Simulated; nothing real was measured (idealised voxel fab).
process module | voxel released beams
cross-section cut | 170 nm wide | cells 5 nm
A cross-section is a grid of square cells, given in bands from the top down. A band is one or more rows of cells.
Each band's line starts with the height of the band's top and of its bottom, in nm. Then come its materials from left to right, each with its width in nm. One material with "throughout" fills the band from edge to edge. "air" is empty space.
Height 0 is the level under which the wafer as received is all one material. The lowest band goes on downwards, as in "0 down".
A width such as "30 to 40" changes by the same amount from each row of cells to the next, from the band's top row to its bottom row.
"no change" after a step means that no cell of the cross-section changed.
closed voids: empty space of 8 cells or more with no open way to the top, each as width x height at its distance from the left edge, in nm
after a step's settings: what the simulator itself notes on the step
overlay nm, on a step with a mask: how far to the right of its planned place the mask lay; to the left if negative
plan
1 op RECEIVE | material Si
2 op CONFORMAL_DEP | material SiN | thk nm 5
3 op DIRECTIONAL_DEP | material SiO2 | thk nm 10
4 op DIRECTIONAL_DEP | material aC | thk nm 10
5 op PATTERN | tone open | mask id ANCHOR | material resist | width nm 25 | thk nm 25 | overlay nm 0
6 op DIRECTIONAL_ETCH | etch materials aC | depth nm 10
7 op STRIP | etch materials resist
8 op DIRECTIONAL_ETCH | etch materials SiO2 | depth nm 10
9 op STRIP | etch materials aC
10 op CONFORMAL_DEP | material TiN | thk nm 10
11 op DIRECTIONAL_DEP | material aC | thk nm 15
12 op PATTERN | tone cover | mask id BEAM | material resist | width nm 85 | thk nm 35 | overlay nm 0
13 op DIRECTIONAL_ETCH | etch materials aC | depth nm 15
14 op STRIP | etch materials resist
15 op DIRECTIONAL_ETCH | etch materials TiN | depth nm 10
16 op STRIP | etch materials aC
17 op STRIP | etch materials SiO2
first wafer, as planned
as received, after step 1
  0 down: Si throughout
  closed voids: none
after step 2
  5 to 0: SiN throughout
  below 0: unchanged
after step 3
  15 to 5: SiO2 throughout
  below 5: unchanged
after step 4
  25 to 15: aC throughout
  below 15: unchanged
after step 5
  50 to 25: resist 45 | air 25 | resist 100
  below 25: unchanged
after step 6
  40 to 25: resist 45 | air 25 | resist 100
  25 to 15: aC 45 | air 25 | aC 100
  below 15: unchanged
after step 7
  25 to 15: aC 45 | air 25 | aC 100
  below 15: unchanged
after step 8
  25 to 15: aC 45 | air 25 | aC 100
  15 to 5: SiO2 45 | air 25 | SiO2 100
  below 5: unchanged
after step 9
  15 to 5: SiO2 45 | air 25 | SiO2 100
  below 5: unchanged
after step 10
  25 to 15: TiN 55 | air 5 | TiN 110
  15 to 5: SiO2 45 | TiN 25 | SiO2 100
  below 5: unchanged
after step 11
  40 to 30: aC 55 | air 5 | aC 110
  30 to 25: aC throughout
  25 to 15: TiN 55 | aC 5 | TiN 110
  below 15: unchanged
after step 12
  75 to 40: air 40 | resist 85 | air 45
  40 to 30: aC 55 | resist 5 | aC 110
  below 30: unchanged
after step 13
  60 to 40: air 40 | resist 85 | air 45
  40 to 30: air 40 | aC 15 | resist 5 | aC 65 | air 45
  30 to 25: air 40 | aC 85 | air 45
  below 25: unchanged
after step 14
  40 to 30: air 40 | aC 15 | air 5 | aC 65 | air 45
  below 30: unchanged
after step 15
  40 to 30: air 40 | aC 15 | air 5 | aC 65 | air 45
  30 to 25: air 40 | aC 85 | air 45
  25 to 15: air 40 | TiN 15 | aC 5 | TiN 65 | air 45
  below 15: unchanged
after step 16
  25 to 15: air 40 | TiN 15 | air 5 | TiN 65 | air 45
  below 15: unchanged
after step 17
  25 to 15: air 40 | TiN 15 | air 5 | TiN 65 | air 45
  15 to 5: air 45 | TiN 25 | air 100
  below 5: unchanged
second wafer: like start, like plan, one mistake. Through step 1 it matches the first wafer
when step 2 should have ended: no change
when step 3 should have ended
  10 to 0: SiO2 throughout
  below 0: unchanged
when step 4 should have ended
  20 to 10: aC throughout
  below 10: unchanged
when step 5 should have ended
  45 to 20: resist 45 | air 25 | resist 100
  below 20: unchanged
when step 6 should have ended
  35 to 20: resist 45 | air 25 | resist 100
  20 to 10: aC 45 | air 25 | aC 100
  below 10: unchanged
when step 7 should have ended
  20 to 10: aC 45 | air 25 | aC 100
  below 10: unchanged
when step 8 should have ended
  20 to 10: aC 45 | air 25 | aC 100
  10 to 0: SiO2 45 | air 25 | SiO2 100
  below 0: unchanged
when step 9 should have ended
  10 to 0: SiO2 45 | air 25 | SiO2 100
  below 0: unchanged
when step 10 should have ended
  20 to 10: TiN 55 | air 5 | TiN 110
  10 to 0: SiO2 45 | TiN 25 | SiO2 100
  below 0: unchanged
when step 11 should have ended
  35 to 25: aC 55 | air 5 | aC 110
  25 to 20: aC throughout
  20 to 10: TiN 55 | aC 5 | TiN 110
  below 10: unchanged
when step 12 should have ended
  70 to 35: air 40 | resist 85 | air 45
  35 to 25: aC 55 | resist 5 | aC 110
  below 25: unchanged
when step 13 should have ended
  55 to 35: air 40 | resist 85 | air 45
  35 to 25: air 40 | aC 15 | resist 5 | aC 65 | air 45
  25 to 20: air 40 | aC 85 | air 45
  below 20: unchanged
when step 14 should have ended
  35 to 25: air 40 | aC 15 | air 5 | aC 65 | air 45
  below 25: unchanged
when step 15 should have ended
  35 to 25: air 40 | aC 15 | air 5 | aC 65 | air 45
  25 to 20: air 40 | aC 85 | air 45
  20 to 10: air 40 | TiN 15 | aC 5 | TiN 65 | air 45
  below 10: unchanged
when step 16 should have ended
  20 to 10: air 40 | TiN 15 | air 5 | TiN 65 | air 45
  below 10: unchanged
when step 17 should have ended
  20 to 10: air 40 | TiN 15 | air 5 | TiN 65 | air 45
  10 to 0: air 45 | TiN 25 | air 100
  below 0: unchanged
what went wrong: step 2 was left out
at the end the second wafer has, in cells: 34 fewer of SiN
